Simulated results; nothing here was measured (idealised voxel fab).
The document below concerns the process module designated voxel quadruple lines.
Cross-sectional view cut (width: 175 nm; square cell size: 5 nm).
The cross-sections in this document take the form of a grid made of square cells. They are written out as bands, in order from top to bottom. Each band consists of one or more rows of cells.
Band entry format. Leading values: height of top, height of bottom, nm. Remainder: materials in left-to-right order, each with its width in nm. Special words: "all across" on a single material, which then fills the band edge to edge; "empty", empty space.
Beneath 0, the wafer as received is one material, and that level is where height counting begins. The lowest band goes on downward without a bottom; it is written like "0 nm and below".
The expression "30..40" gives the width at the extremes of the band, the first number at its top row of cells and the second at its bottom row, with the width changing by equal amounts from each row to the next in between.
Given "nothing changed" for a step, no cell of the cross-section differs between before and after that step.
Heads up: "Closed void entries" only lists the empty pockets with no open path to the top that are 8 cells or more, and it writes them as width x height at distance, distance from the left edge, in nm.
That trailing text on a step's line, after the settings, is the simulator's own remark on the step.
If you see "overlay nm" on a step's line and that step has a mask, it's telling you how far right of where it was planned the mask ended up; a negative number means it went left instead.
# The steps planned for the process are as follows
1. op RECEIVE | material Si
2. op CONFORMAL_DEP | material SiO2 | thk nm 5
3. op DIRECTIONAL_DEP | material TiN | thk nm 15
4. op DIRECTIONAL_DEP | material polySi | thk nm 15
5. op DIRECTIONAL_DEP | material aC | thk nm 20
6. op PATTERN | tone cover | mask id MANDREL | material resist | width nm 35 | thk nm 30 | overlay nm 0
7. op DIRECTIONAL_ETCH | etch materials aC | depth nm 20
8. op STRIP | etch materials resist
9. op CONFORMAL_DEP | material SiO2 | thk nm 5
10. op DIRECTIONAL_ETCH | etch materials SiO2 | depth nm 15
11. op STRIP | etch materials aC
12. op DIRECTIONAL_ETCH | etch materials polySi | depth nm 15
13. op STRIP | etch materials SiO2
14. op CONFORMAL_DEP | material SiCN | thk nm 10
15. op DIRECTIONAL_ETCH | etch materials SiCN | depth nm 10
16. op STRIP | etch materials polySi
17. op DIRECTIONAL_ETCH | etch materials TiN | depth nm 15
18. op STRIP | etch materials SiCN
19. op FILL_DEP | material SiO2 | thk nm 5
20. op CMP | height nm 20
Variable across wafers: step 9 thk nm (plan value is that of the first wafer; starting state common to all).
# So this is the first of several wafers, cross-sectioned as it came to us, meaning it's at the end of step 1
    0 nm and below  Si all across
    Closed void entries: none
# Cross-section, first of several wafers, end of module, after last step 20
    20 nm to 5 nm  55 of SiO2 / 10 of TiN / 5 of SiO2 / 10 of TiN / 15 of SiO2 / 10 of TiN / 5 of SiO2 / 10 of TiN / 55 of SiO2
    5 nm to 0 nm  SiO2 all across
    0 nm and below  Si all across
    Closed void entries: none
# A cross-section through the last wafer at the close of the module
    20 nm to 5 nm  45 of SiO2 / 10 of TiN / 15 of SiO2 / 10 of TiN / 15 of SiO2 / 10 of TiN / 15 of SiO2 / 10 of TiN / 45 of SiO2
    5 nm to 0 nm  SiO2 all across
    0 nm and below  Si all across
    Closed void entries: none
# Wafer rows, end of module: cells per material gained (+) or lost (-) since receipt; closed voids last
thk nm 5; +116 SiO2; +24 TiN; Closed void entries: none
thk nm 10; +116 SiO2; +24 TiN; Closed void entries: none
thk nm 15; +116 SiO2; +24 TiN; Closed void entries: none
